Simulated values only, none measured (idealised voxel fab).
The following is a process module called voxel air gaps.
This is section cut - it's 270 nm across, gridded in 5 nm square cells.
Think of the cross-section as a grid of square cells. We describe it in bands, top to bottom, and each band covers one or more rows of those cells. Band: top height; bottom height; in nm. Then, left to right: material with width in nm, for each material. "edge to edge": a single material spanning edge to edge. "empty": empty space. Below 0: as-received wafer, all one material; heights counted from there. Lowest band: no bottom, goes on down, written "0 nm and below". Quick explanation for "30->40": the width changes in equal steps down the rows of cells, from the first number in the band's top row to the second number in its bottom row. "nothing changed" for a step: no cell of the cross-section changed in that step. Voids not open to the top, 8 cells minimum: see "Voids, enclosed". Written width x height at distance; distance is from the left edge; nm. If you see something after the settings on a step's line, that's the simulator's own remark about that step. "overlay nm" denotes, for a step that has a mask, the displacement of the mask to the right of its planned place, with negative values corresponding to the left.
LIST OF PLANNED PROCESS STEPS
| 1 | RECEIVE [material Si] |
| 2 | CONFORMAL_DEP [material SiO2] [thk nm 15] |
| 3 | CONFORMAL_DEP [material SiN] [thk nm 5] |
| 4 | DIRECTIONAL_DEP [material lowk] [thk nm 30] |
| 5 | PATTERN [tone open] [mask id LINES] [material resist] [width nm 25] [pitch nm 50] [thk nm 15] [overlay nm 0] |
| 6 | DIRECTIONAL_ETCH [etch materials lowk] [depth nm 30] |
| 7 | STRIP [etch materials resist] |
| 8 | CONFORMAL_DEP [material TiN] [thk nm 5] |
| 9 | FILL_DEP [material Cu] [thk nm 10] |
| 10 | CMP [height nm 50] |
| 11 | EPI [material Ru] [thk nm 10] |
| 12 | SELECTIVE_ETCH [etch materials lowk] [depth nm 40] |
| 13 | CONFORMAL_DEP [material SiCN] [thk nm 5] |
CROSS-SECTION OF THE INCOMING WAFER, STATE AFTER STEP 1
    0 nm and below = Si edge to edge
    Voids, enclosed: none
END-OF-MODULE CROSS-SECTION. STARTING STRUCTURE AND PROCESS PLAN AS ABOVE; ONE MISTAKE MADE IN RUNNING IT
    65 nm to 60 nm = empty: 25; SiCN: 205; empty: 40
    60 nm to 50 nm = empty: 25; SiCN: 5; Ru: 45; SiCN: 5; Ru: 45; SiCN: 5; Ru: 45; SiCN: 5; Ru: 45; SiCN: 5; empty: 40
    50 nm to 45 nm = empty: 25; SiCN: 15; TiN: 5; Cu: 15; TiN: 5; SiCN: 25; TiN: 5; Cu: 15; TiN: 5; SiCN: 25; TiN: 5; Cu: 15; TiN: 5; SiCN: 25; TiN: 5; Cu: 15; TiN: 5; SiCN: 15; empty: 40
    45 nm to 25 nm = empty: 35; SiCN: 5; TiN: 5; Cu: 15; TiN: 5; SiCN: 5; empty: 15; SiCN: 5; TiN: 5; Cu: 15; TiN: 5; SiCN: 5; empty: 15; SiCN: 5; TiN: 5; Cu: 15; TiN: 5; SiCN: 5; empty: 15; SiCN: 5; TiN: 5; Cu: 15; TiN: 5; SiCN: 5; empty: 50
    25 nm to 20 nm = SiCN: 40; TiN: 25; SiCN: 25; TiN: 25; SiCN: 25; TiN: 25; SiCN: 25; TiN: 25; SiCN: 55
    20 nm to 15 nm = SiN edge to edge
    15 nm to 0 nm = SiO2 edge to edge
    0 nm and below = Si edge to edge
    Voids, enclosed: 15 x 20 at 70; 15 x 20 at 120; 15 x 20 at 170
Deviation noted in wafer processing: step 5 ran differently from the plan; actual operation with settings: PATTERN [tone open] [mask id LINES] [material resist] [width nm 25] [pitch nm 50] [thk nm 15] [overlay nm -5]
